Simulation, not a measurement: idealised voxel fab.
Documented hereafter: the process module known as voxel released beams.
Square cells of 5 nm make up the cross-section cut, whose width is 220 nm.
A cross-section in this document is a grid of square cells, and it is written down as bands, the top band listed before the ones below it; a band is made up of one or more rows of cells.
Band: top and bottom heights (nm) first, top before bottom; then materials from left to right, widths in nm. "edge to edge" marks a sole material filling the band edge to edge. "blank" denotes empty space.
Beneath 0, the wafer as received is one material, and that level is where height counting begins. The lowest band goes on downward without a bottom; it is written like "top 0, no bottom".
When a width is written as two numbers, as in "30->40", the first number is the width in the top row of cells of the band and the second is the width in its bottom row, and the width changes by the same amount from each row to the next.
You'll sometimes find "no modifications" written for a step, and that's the way of saying that nowhere in the cross-section did a cell change during that step.
Entry "Enclosed void inventory" = empty spaces >= 8 cells with no open way to the top; each as width x height at distance, distance from left edge, all nm.
Anything after a step's settings on that line? It's the simulator's own note about the step.
The line of a step may include "overlay nm". On a step with a mask, this value is how far to the right of its planned place the mask lay. A negative value means the mask lay to the left.
So the way this works: pairs, before and after one process step. The after picture only goes down to the lowest band that actually changed, nothing below. Step and its settings are under each pair. And watch out, pairs might come from different runs of this module, same starting wafer though, so a pair only follows on from the one above if its "Pre-step profile" entry tells you so.

Pre-step profile:
- top 0, no bottom | Si edge to edge
- Enclosed void inventory: none

Resultant Cross-Section:
- top 10, bottom 0 | Al2O3 edge to edge
- At heights below 0, the structure remains unaltered.
- Enclosed void inventory: none
Going from one cross-section above to the next, the wafer undergoes CONFORMAL_DEP, material Al2O3, thk nm 10

Pre-step profile: the pre-step structure is the one depicted after the step in the pair just above.

Resultant Cross-Section:
- top 30, bottom 10 | SiO2 edge to edge
- At heights below 10, the structure remains unaltered.
- Enclosed void inventory: none
Going from one cross-section above to the next, the wafer undergoes DIRECTIONAL_DEP, material SiO2, thk nm 20

Pre-step profile: the pre-step structure is the one depicted after the step in the pair just above.

Resultant Cross-Section:
- top 40, bottom 30 | aC edge to edge
- At heights below 30, the structure remains unaltered.
- Enclosed void inventory: none
Going from one cross-section above to the next, the wafer undergoes DIRECTIONAL_DEP, material aC, thk nm 10

Pre-step profile: the pre-step structure is the one depicted after the step in the pair just above.

Resultant Cross-Section:
- top 65, bottom 40 | 45 resist | 45 blank | 130 resist
- At heights below 40, the structure remains unaltered.
- Enclosed void inventory: none
Going from one cross-section above to the next, the wafer undergoes PATTERN, tone open, mask id ANCHOR, material resist, width nm 45, thk nm 25, overlay nm 0

Pre-step profile: the pre-step structure is the one depicted after the step in the pair just above.

Resultant Cross-Section:
- top 55, bottom 40 | 45 resist | 45 blank | 130 resist
- top 40, bottom 30 | 45 aC | 45 blank | 130 aC
- At heights below 30, the structure remains unaltered.
- Enclosed void inventory: none
Going from one cross-section above to the next, the wafer undergoes DIRECTIONAL_ETCH, etch materials aC, depth nm 10

Pre-step profile: the pre-step structure is the one depicted after the step in the pair just above.

Resultant Cross-Section:
- top 40, bottom 30 | 45 aC | 45 blank | 130 aC
- At heights below 30, the structure remains unaltered.
- Enclosed void inventory: none
Going from one cross-section above to the next, the wafer undergoes STRIP, etch materials resist

Pre-step profile: the pre-step structure is the one depicted after the step in the pair just above.

Resultant Cross-Section:
- top 40, bottom 30 | 45 aC | 45 blank | 130 aC
- top 30, bottom 10 | 45 SiO2 | 45 blank | 130 SiO2
- At heights below 10, the structure remains unaltered.
- Enclosed void inventory: none
Going from one cross-section above to the next, the wafer undergoes DIRECTIONAL_ETCH, etch materials SiO2, depth nm 20

Pre-step profile: the pre-step structure is the one depicted after the step in the pair just above.

Resultant Cross-Section:
- top 30, bottom 10 | 45 SiO2 | 45 blank | 130 SiO2
- At heights below 10, the structure remains unaltered.
- Enclosed void inventory: none
Going from one cross-section above to the next, the wafer undergoes STRIP, etch materials aC

Pre-step profile: the pre-step structure is the one depicted after the step in the pair just above.

Resultant Cross-Section:
- top 45, bottom 30 | 60 polySi | 15 blank | 145 polySi
- top 30, bottom 25 | 45 SiO2 | 15 polySi | 15 blank | 15 polySi | 130 SiO2
- top 25, bottom 10 | 45 SiO2 | 45 polySi | 130 SiO2
- At heights below 10, the structure remains unaltered.
- Enclosed void inventory: none
Going from one cross-section above to the next, the wafer undergoes CONFORMAL_DEP, material polySi, thk nm 15

Pre-step profile: the pre-step structure is the one depicted after the step in the pair just above.

Resultant Cross-Section:
- top 60, bottom 45 | 40 blank | 130 resist | 50 blank
- top 45, bottom 30 | 60 polySi | 15 resist | 145 polySi
- top 30, bottom 25 | 45 SiO2 | 15 polySi | 15 resist | 15 polySi | 130 SiO2
- At heights below 25, the structure remains unaltered.
- Enclosed void inventory: none
Going from one cross-section above to the next, the wafer undergoes PATTERN, tone cover, mask id BEAM, material resist, width nm 130, thk nm 15, overlay nm 0

Pre-step profile: the pre-step structure is the one depicted after the step in the pair just above.

Resultant Cross-Section:
- top 60, bottom 45 | 40 blank | 130 resist | 50 blank
- top 45, bottom 30 | 40 blank | 20 polySi | 15 resist | 95 polySi | 50 blank
- At heights below 30, the structure remains unaltered.
- Enclosed void inventory: none
Going from one cross-section above to the next, the wafer undergoes DIRECTIONAL_ETCH, etch materials polySi, depth nm 15

Pre-step profile: the pre-step structure is the one depicted after the step in the pair just above.

Resultant Cross-Section:
- top 45, bottom 30 | 40 blank | 20 polySi | 15 blank | 95 polySi | 50 blank
- top 30, bottom 25 | 45 SiO2 | 15 polySi | 15 blank | 15 polySi | 130 SiO2
- At heights below 25, the structure remains unaltered.
- Enclosed void inventory: none
Going from one cross-section above to the next, the wafer undergoes STRIP, etch materials resist

Pre-step profile: the pre-step structure is the one depicted after the step in the pair just above.

Resultant Cross-Section:
- top 45, bottom 30 | 40 blank | 20 polySi | 15 blank | 95 polySi | 50 blank
- top 30, bottom 25 | 45 blank | 15 polySi | 15 blank | 15 polySi | 130 blank
- top 25, bottom 10 | 45 blank | 45 polySi | 130 blank
- At heights below 10, the structure remains unaltered.
- Enclosed void inventory: none
Going from one cross-section above to the next, the wafer undergoes STRIP, etch materials SiO2

Pre-step profile:
- top 0, no bottom | Si edge to edge
- Enclosed void inventory: none

Resultant Cross-Section:
- top 20, bottom 0 | SiO2 edge to edge
- At heights below 0, the structure remains unaltered.
- Enclosed void inventory: none
Going from one cross-section above to the next, the wafer undergoes DIRECTIONAL_DEP, material SiO2, thk nm 20

Pre-step profile: the pre-step structure is the one depicted after the step in the pair just above.

Resultant Cross-Section:
- top 30, bottom 20 | aC edge to edge
- At heights below 20, the structure remains unaltered.
- Enclosed void inventory: none
Going from one cross-section above to the next, the wafer undergoes DIRECTIONAL_DEP, material aC, thk nm 10

Pre-step profile: the pre-step structure is the one depicted after the step in the pair just above.

Resultant Cross-Section:
- top 55, bottom 30 | 45 resist | 45 blank | 130 resist
- At heights below 30, the structure remains unaltered.
- Enclosed void inventory: none
Going from one cross-section above to the next, the wafer undergoes PATTERN, tone open, mask id ANCHOR, material resist, width nm 45, thk nm 25, overlay nm 0

Pre-step profile: the pre-step structure is the one depicted after the step in the pair just above.

Resultant Cross-Section:
- top 45, bottom 30 | 45 resist | 45 blank | 130 resist
- top 30, bottom 20 | 45 aC | 45 blank | 130 aC
- At heights below 20, the structure remains unaltered.
- Enclosed void inventory: none
Going from one cross-section above to the next, the wafer undergoes DIRECTIONAL_ETCH, etch materials aC, depth nm 10

Pre-step profile: the pre-step structure is the one depicted after the step in the pair just above.

Resultant Cross-Section:
- top 30, bottom 20 | 45 aC | 45 blank | 130 aC
- At heights below 20, the structure remains unaltered.
- Enclosed void inventory: none
Going from one cross-section above to the next, the wafer undergoes STRIP, etch materials resist

Pre-step profile: the pre-step structure is the one depicted after the step in the pair just above.

Resultant Cross-Section:
- top 30, bottom 20 | 45 aC | 45 blank | 130 aC
- top 20, bottom 0 | 45 SiO2 | 45 blank | 130 SiO2
- At heights below 0, the structure remains unaltered.
- Enclosed void inventory: none
Going from one cross-section above to the next, the wafer undergoes DIRECTIONAL_ETCH, etch materials SiO2, depth nm 20

Pre-step profile: the pre-step structure is the one depicted after the step in the pair just above.

Resultant Cross-Section:
- top 20, bottom 0 | 45 SiO2 | 45 blank | 130 SiO2
- At heights below 0, the structure remains unaltered.
- Enclosed void inventory: none
Going from one cross-section above to the next, the wafer undergoes STRIP, etch materials aC

Pre-step profile: the pre-step structure is the one depicted after the step in the pair just above.

Resultant Cross-Section:
- top 35, bottom 20 | 60 polySi | 15 blank | 145 polySi
- top 20, bottom 15 | 45 SiO2 | 15 polySi | 15 blank | 15 polySi | 130 SiO2
- top 15, bottom 0 | 45 SiO2 | 45 polySi | 130 SiO2
- At heights below 0, the structure remains unaltered.
- Enclosed void inventory: none
Going from one cross-section above to the next, the wafer undergoes CONFORMAL_DEP, material polySi, thk nm 15

Pre-step profile: the pre-step structure is the one depicted after the step in the pair just above.

Resultant Cross-Section:
- top 50, bottom 35 | 40 blank | 130 resist | 50 blank
- top 35, bottom 20 | 60 polySi | 15 resist | 145 polySi
- top 20, bottom 15 | 45 SiO2 | 15 polySi | 15 resist | 15 polySi | 130 SiO2
- At heights below 15, the structure remains unaltered.
- Enclosed void inventory: none
Going from one cross-section above to the next, the wafer undergoes PATTERN, tone cover, mask id BEAM, material resist, width nm 130, thk nm 15, overlay nm 0

Pre-step profile: the pre-step structure is the one depicted after the step in the pair just above.

Resultant Cross-Section:
- top 50, bottom 35 | 40 blank | 130 resist | 50 blank
- top 35, bottom 20 | 40 blank | 20 polySi | 15 resist | 95 polySi | 50 blank
- At heights below 20, the structure remains unaltered.
- Enclosed void inventory: none
Going from one cross-section above to the next, the wafer undergoes DIRECTIONAL_ETCH, etch materials polySi, depth nm 15

Pre-step profile: the pre-step structure is the one depicted after the step in the pair just above.

Resultant Cross-Section:
- top 35, bottom 20 | 40 blank | 20 polySi | 15 blank | 95 polySi | 50 blank
- top 20, bottom 15 | 45 SiO2 | 15 polySi | 15 blank | 15 polySi | 130 SiO2
- At heights below 15, the structure remains unaltered.
- Enclosed void inventory: none
Going from one cross-section above to the next, the wafer undergoes STRIP, etch materials resist

Pre-step profile: the pre-step structure is the one depicted after the step in the pair just above.

Resultant Cross-Section:
- top 35, bottom 20 | 40 blank | 20 polySi | 15 blank | 95 polySi | 50 blank
- top 20, bottom 15 | 45 blank | 15 polySi | 15 blank | 15 polySi | 130 blank
- top 15, bottom 0 | 45 blank | 45 polySi | 130 blank
- At heights below 0, the structure remains unaltered.
- Enclosed void inventory: none
Going from one cross-section above to the next, the wafer undergoes STRIP, etch materials SiO2

Pre-step profile:
- top 45, bottom 30 | 60 polySi | 15 blank | 145 polySi
- top 30, bottom 25 | 45 SiO2 | 15 polySi | 15 blank | 15 polySi | 130 SiO2
- top 25, bottom 10 | 45 SiO2 | 45 polySi | 130 SiO2
- top 10, bottom 0 | Al2O3 edge to edge
- top 0, no bottom | Si edge to edge
- Enclosed void inventory: none

Resultant Cross-Section:
- top 60, bottom 30 | polySi edge to edge
- top 30, bottom 10 | 45 SiO2 | 45 polySi | 130 SiO2
- At heights below 10, the structure remains unaltered.
- Enclosed void inventory: none
Going from one cross-section above to the next, the wafer undergoes CONFORMAL_DEP, material polySi, thk nm 15

Pre-step profile: the pre-step structure is the one depicted after the step in the pair just above.

Resultant Cross-Section:
- top 75, bottom 60 | 40 blank | 130 resist | 50 blank
- At heights below 60, the structure remains unaltered.
- Enclosed void inventory: none
Going from one cross-section above to the next, the wafer undergoes PATTERN, tone cover, mask id BEAM, material resist, width nm 130, thk nm 15, overlay nm 0

Pre-step profile: the pre-step structure is the one depicted after the step in the pair just above.

Resultant Cross-Section:
- top 75, bottom 60 | 40 blank | 130 resist | 50 blank
- top 60, bottom 45 | 40 blank | 130 polySi | 50 blank
- At heights below 45, the structure remains unaltered.
- Enclosed void inventory: none
Going from one cross-section above to the next, the wafer undergoes DIRECTIONAL_ETCH, etch materials polySi, depth nm 15

Pre-step profile: the pre-step structure is the one depicted after the step in the pair just above.

Resultant Cross-Section:
- top 60, bottom 45 | 40 blank | 130 polySi | 50 blank
- At heights below 45, the structure remains unaltered.
- Enclosed void inventory: none
Going from one cross-section above to the next, the wafer undergoes STRIP, etch materials resist

Pre-step profile:
- top 20, bottom 0 | SiO2 edge to edge
- top 0, no bottom | Si edge to edge
- Enclosed void inventory: none

Resultant Cross-Section:
- top 30, bottom 20 | Al2O3 edge to edge
- At heights below 20, the structure remains unaltered.
- Enclosed void inventory: none
Going from one cross-section above to the next, the wafer undergoes CONFORMAL_DEP, material Al2O3, thk nm 10

Pre-step profile: the pre-step structure is the one depicted after the step in the pair just above.

Resultant Cross-Section:
- top 40, bottom 30 | aC edge to edge
- At heights below 30, the structure remains unaltered.
- Enclosed void inventory: none
Going from one cross-section above to the next, the wafer undergoes DIRECTIONAL_DEP, material aC, thk nm 10

Pre-step profile: the pre-step structure is the one depicted after the step in the pair just above.

Resultant Cross-Section:
- top 65, bottom 40 | 45 resist | 45 blank | 130 resist
- At heights below 40, the structure remains unaltered.
- Enclosed void inventory: none
Going from one cross-section above to the next, the wafer undergoes PATTERN, tone open, mask id ANCHOR, material resist, width nm 45, thk nm 25, overlay nm 0

Pre-step profile: the pre-step structure is the one depicted after the step in the pair just above.

Resultant Cross-Section:
- top 55, bottom 40 | 45 resist | 45 blank | 130 resist
- top 40, bottom 30 | 45 aC | 45 blank | 130 aC
- At heights below 30, the structure remains unaltered.
- Enclosed void inventory: none
Going from one cross-section above to the next, the wafer undergoes DIRECTIONAL_ETCH, etch materials aC, depth nm 10

Pre-step profile: the pre-step structure is the one depicted after the step in the pair just above.

Resultant Cross-Section:
- top 40, bottom 30 | 45 aC | 45 blank | 130 aC
- At heights below 30, the structure remains unaltered.
- Enclosed void inventory: none
Going from one cross-section above to the next, the wafer undergoes STRIP, etch materials resist

Pre-step profile: the pre-step structure is the one depicted after the step in the pair just above.

Resultant Cross-Section:
- top 30, bottom 20 | Al2O3 edge to edge
- At heights below 20, the structure remains unaltered.
- Enclosed void inventory: none
Going from one cross-section above to the next, the wafer undergoes STRIP, etch materials aC

Pre-step profile: the pre-step structure is the one depicted after the step in the pair just above.

Resultant Cross-Section:
- top 45, bottom 30 | polySi edge to edge
- At heights below 30, the structure remains unaltered.
- Enclosed void inventory: none
Going from one cross-section above to the next, the wafer undergoes CONFORMAL_DEP, material polySi, thk nm 15

Pre-step profile: the pre-step structure is the one depicted after the step in the pair just above.

Resultant Cross-Section:
- top 60, bottom 45 | 40 blank | 130 resist | 50 blank
- At heights below 45, the structure remains unaltered.
- Enclosed void inventory: none
Going from one cross-section above to the next, the wafer undergoes PATTERN, tone cover, mask id BEAM, material resist, width nm 130, thk nm 15, overlay nm 0

Pre-step profile: the pre-step structure is the one depicted after the step in the pair just above.

Resultant Cross-Section:
- top 60, bottom 45 | 40 blank | 130 resist | 50 blank
- top 45, bottom 30 | 40 blank | 130 polySi | 50 blank
- At heights below 30, the structure remains unaltered.
- Enclosed void inventory: none
Going from one cross-section above to the next, the wafer undergoes DIRECTIONAL_ETCH, etch materials polySi, depth nm 15

Pre-step profile: the pre-step structure is the one depicted after the step in the pair just above.

Resultant Cross-Section:
- top 45, bottom 30 | 40 blank | 130 polySi | 50 blank
- At heights below 30, the structure remains unaltered.
- Enclosed void inventory: none
Going from one cross-section above to the next, the wafer undergoes STRIP, etch materials resist

Pre-step profile:
- top 30, bottom 10 | 45 SiO2 | 45 blank | 130 SiO2
- top 10, bottom 0 | Al2O3 edge to edge
- top 0, no bottom | Si edge to edge
- Enclosed void inventory: none

Resultant Cross-Section:
- top 50, bottom 30 | 65 polySi | 5 blank | 150 polySi
- top 30, bottom 10 | 45 SiO2 | 45 polySi | 130 SiO2
- At heights below 10, the structure remains unaltered.
- Enclosed void inventory: none
Going from one cross-section above to the next, the wafer undergoes CONFORMAL_DEP, material polySi, thk nm 20

Pre-step profile: the pre-step structure is the one depicted after the step in the pair just above.

Resultant Cross-Section:
- top 65, bottom 50 | 40 blank | 130 resist | 50 blank
- top 50, bottom 30 | 65 polySi | 5 resist | 150 polySi
- At heights below 30, the structure remains unaltered.
- Enclosed void inventory: none
Going from one cross-section above to the next, the wafer undergoes PATTERN, tone cover, mask id BEAM, material resist, width nm 130, thk nm 15, overlay nm 0

Pre-step profile: the pre-step structure is the one depicted after the step in the pair just above.

Resultant Cross-Section:
- top 65, bottom 50 | 40 blank | 130 resist | 50 blank
- top 50, bottom 35 | 40 blank | 25 polySi | 5 resist | 100 polySi | 50 blank
- At heights below 35, the structure remains unaltered.
- Enclosed void inventory: none
Going from one cross-section above to the next, the wafer undergoes DIRECTIONAL_ETCH, etch materials polySi, depth nm 15

Pre-step profile: the pre-step structure is the one depicted after the step in the pair just above.

Resultant Cross-Section:
- top 50, bottom 35 | 40 blank | 25 polySi | 5 blank | 100 polySi | 50 blank
- top 35, bottom 30 | 65 polySi | 5 blank | 150 polySi
- At heights below 30, the structure remains unaltered.
- Enclosed void inventory: none
Going from one cross-section above to the next, the wafer undergoes STRIP, etch materials resist

Pre-step profile:
- top 40, bottom 30 | aC edge to edge
- top 30, bottom 10 | SiO2 edge to edge
- top 10, bottom 0 | Al2O3 edge to edge
- top 0, no bottom | Si edge to edge
- Enclosed void inventory: none

Resultant Cross-Section:
- top 65, bottom 40 | 40 resist | 55 blank | 125 resist
- At heights below 40, the structure remains unaltered.
- Enclosed void inventory: none
Going from one cross-section above to the next, the wafer undergoes PATTERN, tone open, mask id ANCHOR, material resist, width nm 55, thk nm 25, overlay nm 0

Pre-step profile: the pre-step structure is the one depicted after the step in the pair just above.

Resultant Cross-Section:
- top 55, bottom 40 | 40 resist | 55 blank | 125 resist
- top 40, bottom 30 | 40 aC | 55 blank | 125 aC
- At heights below 30, the structure remains unaltered.
- Enclosed void inventory: none
Going from one cross-section above to the next, the wafer undergoes DIRECTIONAL_ETCH, etch materials aC, depth nm 10

Pre-step profile: the pre-step structure is the one depicted after the step in the pair just above.

Resultant Cross-Section:
- top 40, bottom 30 | 40 aC | 55 blank | 125 aC
- At heights below 30, the structure remains unaltered.
- Enclosed void inventory: none
Going from one cross-section above to the next, the wafer undergoes STRIP, etch materials resist

Pre-step profile: the pre-step structure is the one depicted after the step in the pair just above.

Resultant Cross-Section:
- top 40, bottom 30 | 40 aC | 55 blank | 125 aC
- top 30, bottom 10 | 40 SiO2 | 55 blank | 125 SiO2
- At heights below 10, the structure remains unaltered.
- Enclosed void inventory: none
Going from one cross-section above to the next, the wafer undergoes DIRECTIONAL_ETCH, etch materials SiO2, depth nm 20

Pre-step profile: the pre-step structure is the one depicted after the step in the pair just above.

Resultant Cross-Section:
- top 30, bottom 10 | 40 SiO2 | 55 blank | 125 SiO2
- At heights below 10, the structure remains unaltered.
- Enclosed void inventory: none
Going from one cross-section above to the next, the wafer undergoes STRIP, etch materials aC

Pre-step profile: the pre-step structure is the one depicted after the step in the pair just above.

Resultant Cross-Section:
- top 45, bottom 30 | 55 polySi | 25 blank | 140 polySi
- top 30, bottom 25 | 40 SiO2 | 15 polySi | 25 blank | 15 polySi | 125 SiO2
- top 25, bottom 10 | 40 SiO2 | 55 polySi | 125 SiO2
- At heights below 10, the structure remains unaltered.
- Enclosed void inventory: none
Going from one cross-section above to the next, the wafer undergoes CONFORMAL_DEP, material polySi, thk nm 15

Pre-step profile: the pre-step structure is the one depicted after the step in the pair just above.

Resultant Cross-Section:
- top 60, bottom 45 | 40 blank | 130 resist | 50 blank
- top 45, bottom 30 | 55 polySi | 25 resist | 140 polySi
- top 30, bottom 25 | 40 SiO2 | 15 polySi | 25 resist | 15 polySi | 125 SiO2
- At heights below 25, the structure remains unaltered.
- Enclosed void inventory: none
Going from one cross-section above to the next, the wafer undergoes PATTERN, tone cover, mask id BEAM, material resist, width nm 130, thk nm 15, overlay nm 0

Pre-step profile: the pre-step structure is the one depicted after the step in the pair just above.

Resultant Cross-Section:
- top 60, bottom 45 | 40 blank | 130 resist | 50 blank
- top 45, bottom 30 | 40 blank | 15 polySi | 25 resist | 90 polySi | 50 blank
- At heights below 30, the structure remains unaltered.
- Enclosed void inventory: none
Going from one cross-section above to the next, the wafer undergoes DIRECTIONAL_ETCH, etch materials polySi, depth nm 15

Pre-step profile: the pre-step structure is the one depicted after the step in the pair just above.

Resultant Cross-Section:
- top 45, bottom 30 | 40 blank | 15 polySi | 25 blank | 90 polySi | 50 blank
- top 30, bottom 25 | 40 SiO2 | 15 polySi | 25 blank | 15 polySi | 125 SiO2
- At heights below 25, the structure remains unaltered.
- Enclosed void inventory: none
Going from one cross-section above to the next, the wafer undergoes STRIP, etch materials resist

Pre-step profile: the pre-step structure is the one depicted after the step in the pair just above.

Resultant Cross-Section:
- top 45, bottom 30 | 40 blank | 15 polySi | 25 blank | 90 polySi | 50 blank
- top 30, bottom 25 | 40 blank | 15 polySi | 25 blank | 15 polySi | 125 blank
- top 25, bottom 10 | 40 blank | 55 polySi | 125 blank
- At heights below 10, the structure remains unaltered.
- Enclosed void inventory: none
Going from one cross-section above to the next, the wafer undergoes STRIP, etch materials SiO2

Pre-step profile:
- top 45, bottom 30 | 60 polySi | 15 blank | 145 polySi
- top 30, bottom 25 | 45 SiO2 | 15 polySi | 15 blank | 15 polySi | 130 SiO2
- top 25, bottom 10 | 45 SiO2 | 45 polySi | 130 SiO2
- top 10, bottom 0 | Al2O3 edge to edge
- top 0, no bottom | Si edge to edge
- Enclosed void inventory: none

Resultant Cross-Section:
- top 60, bottom 45 | 50 blank | 130 resist | 40 blank
- top 45, bottom 30 | 60 polySi | 15 resist | 145 polySi
- top 30, bottom 25 | 45 SiO2 | 15 polySi | 15 resist | 15 polySi | 130 SiO2
- At heights below 25, the structure remains unaltered.
- Enclosed void inventory: none
Going from one cross-section above to the next, the wafer undergoes PATTERN, tone cover, mask id BEAM, material resist, width nm 130, thk nm 15, overlay nm 10

Pre-step profile: the pre-step structure is the one depicted after the step in the pair just above.

Resultant Cross-Section:
- top 60, bottom 45 | 50 blank | 130 resist | 40 blank
- top 45, bottom 30 | 50 blank | 10 polySi | 15 resist | 105 polySi | 40 blank
- At heights below 30, the structure remains unaltered.
- Enclosed void inventory: none
Going from one cross-section above to the next, the wafer undergoes DIRECTIONAL_ETCH, etch materials polySi, depth nm 15

Pre-step profile: the pre-step structure is the one depicted after the step in the pair just above.

Resultant Cross-Section:
- top 45, bottom 30 | 50 blank | 10 polySi | 15 blank | 105 polySi | 40 blank
- top 30, bottom 25 | 45 SiO2 | 15 polySi | 15 blank | 15 polySi | 130 SiO2
- At heights below 25, the structure remains unaltered.
- Enclosed void inventory: none
Going from one cross-section above to the next, the wafer undergoes STRIP, etch materials resist

Pre-step profile: the pre-step structure is the one depicted after the step in the pair just above.

Resultant Cross-Section:
- top 45, bottom 30 | 50 blank | 10 polySi | 15 blank | 105 polySi | 40 blank
- top 30, bottom 25 | 45 blank | 15 polySi | 15 blank | 15 polySi | 130 blank
- top 25, bottom 10 | 45 blank | 45 polySi | 130 blank
- At heights below 10, the structure remains unaltered.
- Enclosed void inventory: none
Going from one cross-section above to the next, the wafer undergoes STRIP, etch materials SiO2

Pre-step profile:
- top 30, bottom 10 | 45 SiO2 | 45 blank | 130 SiO2
- top 10, bottom 0 | Al2O3 edge to edge
- top 0, no bottom | Si edge to edge
- Enclosed void inventory: none

Resultant Cross-Section:
- top 45, bottom 30 | 60 aC | 15 blank | 145 aC
- top 30, bottom 25 | 45 SiO2 | 15 aC | 15 blank | 15 aC | 130 SiO2
- top 25, bottom 10 | 45 SiO2 | 45 aC | 130 SiO2
- At heights below 10, the structure remains unaltered.
- Enclosed void inventory: none
Going from one cross-section above to the next, the wafer undergoes CONFORMAL_DEP, material aC, thk nm 15

Pre-step profile: the pre-step structure is the one depicted after the step in the pair just above.

Resultant Cross-Section:
- top 60, bottom 45 | 40 blank | 130 resist | 50 blank
- top 45, bottom 30 | 60 aC | 15 resist | 145 aC
- top 30, bottom 25 | 45 SiO2 | 15 aC | 15 resist | 15 aC | 130 SiO2
- At heights below 25, the structure remains unaltered.
- Enclosed void inventory: none
Going from one cross-section above to the next, the wafer undergoes PATTERN, tone cover, mask id BEAM, material resist, width nm 130, thk nm 15, overlay nm 0

Pre-step profile: the pre-step structure is the one depicted after the step in the pair just above.

Resultant Cross-Section:
- top 45, bottom 30 | 60 aC | 15 blank | 145 aC
- top 30, bottom 25 | 45 SiO2 | 15 aC | 15 blank | 15 aC | 130 SiO2
- At heights below 25, the structure remains unaltered.
- Enclosed void inventory: none
Going from one cross-section above to the next, the wafer undergoes STRIP, etch materials resist

Pre-step profile:
- top 40, bottom 30 | aC edge to edge
- top 30, bottom 10 | SiO2 edge to edge
- top 10, bottom 0 | Al2O3 edge to edge
- top 0, no bottom | Si edge to edge
- Enclosed void inventory: none

Resultant Cross-Section:
- top 65, bottom 40 | 45 blank | 45 resist | 130 blank
- At heights below 40, the structure remains unaltered.
- Enclosed void inventory: none
Going from one cross-section above to the next, the wafer undergoes PATTERN, tone cover, mask id ANCHOR, material resist, width nm 45, thk nm 25, overlay nm 0

Pre-step profile: the pre-step structure is the one depicted after the step in the pair just above.

Resultant Cross-Section:
- top 55, bottom 40 | 45 blank | 45 resist | 130 blank
- top 40, bottom 30 | 45 blank | 45 aC | 130 blank
- At heights below 30, the structure remains unaltered.
- Enclosed void inventory: none
Going from one cross-section above to the next, the wafer undergoes DIRECTIONAL_ETCH, etch materials aC, depth nm 10

Pre-step profile: the pre-step structure is the one depicted after the step in the pair just above.

Resultant Cross-Section:
- top 40, bottom 30 | 45 blank | 45 aC | 130 blank
- At heights below 30, the structure remains unaltered.
- Enclosed void inventory: none
Going from one cross-section above to the next, the wafer undergoes STRIP, etch materials resist

Pre-step profile: the pre-step structure is the one depicted after the step in the pair just above.

Resultant Cross-Section:
- top 40, bottom 30 | 45 blank | 45 aC | 130 blank
- top 30, bottom 10 | 45 blank | 45 SiO2 | 130 blank
- At heights below 10, the structure remains unaltered.
- Enclosed void inventory: none
Going from one cross-section above to the next, the wafer undergoes DIRECTIONAL_ETCH, etch materials SiO2, depth nm 20

Pre-step profile: the pre-step structure is the one depicted after the step in the pair just above.

Resultant Cross-Section:
- top 30, bottom 10 | 45 blank | 45 SiO2 | 130 blank
- At heights below 10, the structure remains unaltered.
- Enclosed void inventory: none
Going from one cross-section above to the next, the wafer undergoes STRIP, etch materials aC

Pre-step profile: the pre-step structure is the one depicted after the step in the pair just above.

Resultant Cross-Section:
- top 45, bottom 30 | 30 blank | 75 polySi | 115 blank
- top 30, bottom 25 | 30 blank | 15 polySi | 45 SiO2 | 15 polySi | 115 blank
- top 25, bottom 10 | 45 polySi | 45 SiO2 | 130 polySi
- At heights below 10, the structure remains unaltered.
- Enclosed void inventory: none
Going from one cross-section above to the next, the wafer undergoes CONFORMAL_DEP, material polySi, thk nm 15

Pre-step profile: the pre-step structure is the one depicted after the step in the pair just above.

Resultant Cross-Section:
- top 60, bottom 45 | 40 blank | 130 resist | 50 blank
- top 45, bottom 30 | 30 blank | 75 polySi | 65 resist | 50 blank
- top 30, bottom 25 | 30 blank | 15 polySi | 45 SiO2 | 15 polySi | 65 resist | 50 blank
- At heights below 25, the structure remains unaltered.
- Enclosed void inventory: none
Going from one cross-section above to the next, the wafer undergoes PATTERN, tone cover, mask id BEAM, material resist, width nm 130, thk nm 15, overlay nm 0

Pre-step profile: the pre-step structure is the one depicted after the step in the pair just above.

Resultant Cross-Section:
- top 60, bottom 45 | 40 blank | 130 resist | 50 blank
- top 45, bottom 30 | 40 blank | 65 polySi | 65 resist | 50 blank
- top 30, bottom 25 | 30 blank | 15 polySi | 45 SiO2 | 15 polySi | 65 resist | 50 blank
- top 25, bottom 10 | 30 blank | 15 polySi | 45 SiO2 | 80 polySi | 50 blank
- At heights below 10, the structure remains unaltered.
- Enclosed void inventory: none
Going from one cross-section above to the next, the wafer undergoes DIRECTIONAL_ETCH, etch materials polySi, depth nm 15

Pre-step profile: the pre-step structure is the one depicted after the step in the pair just above.

Resultant Cross-Section:
- top 45, bottom 30 | 40 blank | 65 polySi | 115 blank
- top 30, bottom 25 | 30 blank | 15 polySi | 45 SiO2 | 15 polySi | 115 blank
- At heights below 25, the structure remains unaltered.
- Enclosed void inventory: none
Going from one cross-section above to the next, the wafer undergoes STRIP, etch materials resist
